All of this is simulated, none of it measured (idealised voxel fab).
process module | voxel released beams
cross-section cut | 200 nm wide | cells 5 nm
A cross-section is a grid of square cells, given in bands from the top down. A band is one or more rows of cells.
Each band's line starts with the height of the band's top and of its bottom, in nm. Then come its materials from left to right, each with its width in nm. One material with "throughout" fills the band from edge to edge. "air" is empty space.
Height 0 is the level under which the wafer as received is all one material. The lowest band goes on downwards, as in "0 down".
A width such as "30 to 40" changes by the same amount from each row of cells to the next, from the band's top row to its bottom row.
"no change" after a step means that no cell of the cross-section changed.
closed voids: empty space of 8 cells or more with no open way to the top, each as width x height at its distance from the left edge, in nm
after a step's settings: what the simulator itself notes on the step
overlay nm, on a step with a mask: how far to the right of its planned place the mask lay; to the left if negative
plan
1 op RECEIVE | material Si
2 op CONFORMAL_DEP | material SiN | thk nm 5
3 op DIRECTIONAL_DEP | material SiO2 | thk nm 20
4 op PATTERN | tone open | mask id ANCHOR | material resist | width nm 35 | thk nm 20 | overlay nm 0
5 op DIRECTIONAL_ETCH | etch materials SiO2 | depth nm 20
6 op STRIP | etch materials resist
7 op CONFORMAL_DEP | material TiN | thk nm 15
8 op MASKED_ETCH | tone cover | mask id BEAM | width nm 120 | etch materials TiN | depth nm 15 | overlay nm 0
9 op STRIP | etch materials SiO2
first wafer, as planned
as received, after step 1
  0 down: Si throughout
  closed voids: none
after step 2
  5 to 0: SiN throughout
  below 0: unchanged
after step 3
  25 to 5: SiO2 throughout
  below 5: unchanged
after step 4
  45 to 25: resist 40 | air 35 | resist 125
  below 25: unchanged
after step 5
  45 to 25: resist 40 | air 35 | resist 125
  25 to 5: SiO2 40 | air 35 | SiO2 125
  below 5: unchanged
after step 6
  25 to 5: SiO2 40 | air 35 | SiO2 125
  below 5: unchanged
after step 7
  40 to 25: TiN 55 | air 5 | TiN 140
  25 to 20: SiO2 40 | TiN 15 | air 5 | TiN 15 | SiO2 125
  20 to 5: SiO2 40 | TiN 35 | SiO2 125
  below 5: unchanged
after step 8
  40 to 25: air 35 | TiN 20 | air 5 | TiN 95 | air 45
  below 25: unchanged
after step 9
  40 to 25: air 35 | TiN 20 | air 5 | TiN 95 | air 45
  25 to 20: air 40 | TiN 15 | air 5 | TiN 15 | air 125
  20 to 5: air 40 | TiN 35 | air 125
  below 5: unchanged
second wafer: like start, like plan, one mistake. Through step 6 it matches the first wafer
when step 7 should have ended
  30 to 25: TiN 45 | air 25 | TiN 130
  25 to 10: SiO2 40 | TiN 5 | air 25 | TiN 5 | SiO2 125
  10 to 5: SiO2 40 | TiN 35 | SiO2 125
  below 5: unchanged
when step 8 should have ended
  30 to 25: air 35 | TiN 10 | air 25 | TiN 85 | air 45
  below 25: unchanged
when step 9 should have ended
  30 to 25: air 35 | TiN 10 | air 25 | TiN 85 | air 45
  25 to 10: air 40 | TiN 5 | air 25 | TiN 5 | air 125
  10 to 5: air 40 | TiN 35 | air 125
  below 5: unchanged
what went wrong: step 7 ran as: op CONFORMAL_DEP | material TiN | thk nm 5
at the end the second wafer has, in cells: 64 fewer of TiN
